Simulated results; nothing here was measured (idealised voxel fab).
The name of this process module is voxel gate over fins.
Cross-section cut spans 225 nm and uses square cells 5 nm in size.
Just so we're on the same page, the cross-sections are grids of square cells, and they're listed out in bands top to bottom, each band one or more rows deep. What a band's entry tells you: where the top is and where the bottom is, as heights in nm, and after that what lies inside, material by material from left to right, each with its width in nm. Empty space is written as the word "air", and a single material marked with the word "throughout" occupies the band from edge to edge. Heads up on the height convention: 0 is the point under which the incoming wafer is all one material, and the lowest band has no bottom, it just keeps going down, like "0..down". Graded width ("30..40"): value in top row of band = first number; value in bottom row = second number; row-to-row change constant. Take "no alterations made" at face value: in the step it is given for, the cross-section changed in none of its cells. So "Entrapped void list" is basically the list of trapped voids: any empty space of 8 cells or more that can't reach the top through an opening. They're written width x height at distance, the distance being from the left edge, and it's all nm. Anything after a step's settings on that line? It's the simulator's own note about the step. The setting "overlay nm" may be written on the line of a step. When the step uses a mask, the value reports how far to the right of the planned place the mask lay, and a negative value reports that it lay to the left.

Process steps - plan:
1: op RECEIVE | material Si
2: op CONFORMAL_DEP | material SiN | thk nm 10
3: op MASKED_ETCH | tone cover | mask id FINS | width nm 15 | pitch nm 60 | etch materials SiN | depth nm 10 | overlay nm 0
4: op MASKED_ETCH | tone cover | mask id FINS | width nm 15 | pitch nm 60 | etch materials Si | depth nm 40 | overlay nm 0
5: op OXIDIZE | depth nm 5
6: op FILL_DEP | material SiO2 | thk nm 10
7: op CMP | height nm 10
8: op MASKED_ETCH | tone open | mask id RAIL | width nm 15 | etch materials SiO2 | depth nm 45 | overlay nm 0
9: op CONFORMAL_DEP | material TiN | thk nm 5
10: op FILL_DEP | material W | thk nm 10
11: op CMP | height nm 10
12: op SELECTIVE_ETCH | etch materials W Ru TiN | depth nm 30
13: op FILL_DEP | material SiO2 | thk nm 5
14: op CMP | height nm 10
15: op SELECTIVE_ETCH | etch materials SiO2 | depth nm 20
16: op STRIP | etch materials SiN
17: op CONFORMAL_DEP | material HfO2 | thk nm 5
18: op CONFORMAL_DEP | material TiN | thk nm 5
19: op FILL_DEP | material W | thk nm 15
20: op CMP | height nm 20
21: op CONFORMAL_DEP | material SiCN | thk nm 5

As-received state of the wafer in cross-section, equivalent to post-step 1:
> 0..down = Si throughout
> Entrapped void list: none

Here's the wafer cut in cross-section after the module, started and planned just like above, except one thing was done wrong in the run:
> 25..20 = SiCN throughout
> 20..10 = W throughout
> 10..5 = W (50), TiN (25), W (35), TiN (25), W (35), TiN (25), W (30)
> 5..0 = W (40), TiN (15), HfO2 (15), TiN (5), W (25), TiN (15), HfO2 (15), TiN (5), W (25), TiN (15), HfO2 (15), TiN (5), W (30)
> 0..-5 = TiN (45), HfO2 (15), Si (5), HfO2 (5), TiN (35), HfO2 (15), Si (5), HfO2 (5), TiN (35), HfO2 (15), Si (5), HfO2 (5), TiN (35)
> -5..-10 = HfO2 (50), Si (15), HfO2 (45), Si (15), HfO2 (45), Si (15), HfO2 (40)
> -10..-20 = SiO2 (50), Si (15), SiO2 (45), Si (15), SiO2 (45), Si (15), SiO2 (40)
> -20..-30 = SiO2 (50), Si (15), SiO2 (10), TiN (5), W (5), TiN (5), SiO2 (20), Si (15), SiO2 (45), Si (15), SiO2 (40)
> -30..-35 = SiO2 (50), Si (15), SiO2 (10), TiN (15), SiO2 (20), Si (15), SiO2 (45), Si (15), SiO2 (40)
> -35..-45 = SiO2 (50), Si (15), SiO2 (45), Si (15), SiO2 (45), Si (15), SiO2 (40)
> -45..down = Si throughout
> Entrapped void list: none
The mistake made against the process plan was this: step 3 ran differently from the plan; actual operation with settings: op MASKED_ETCH | tone cover | mask id FINS | width nm 15 | pitch nm 60 | etch materials SiN | depth nm 10 | overlay nm 10
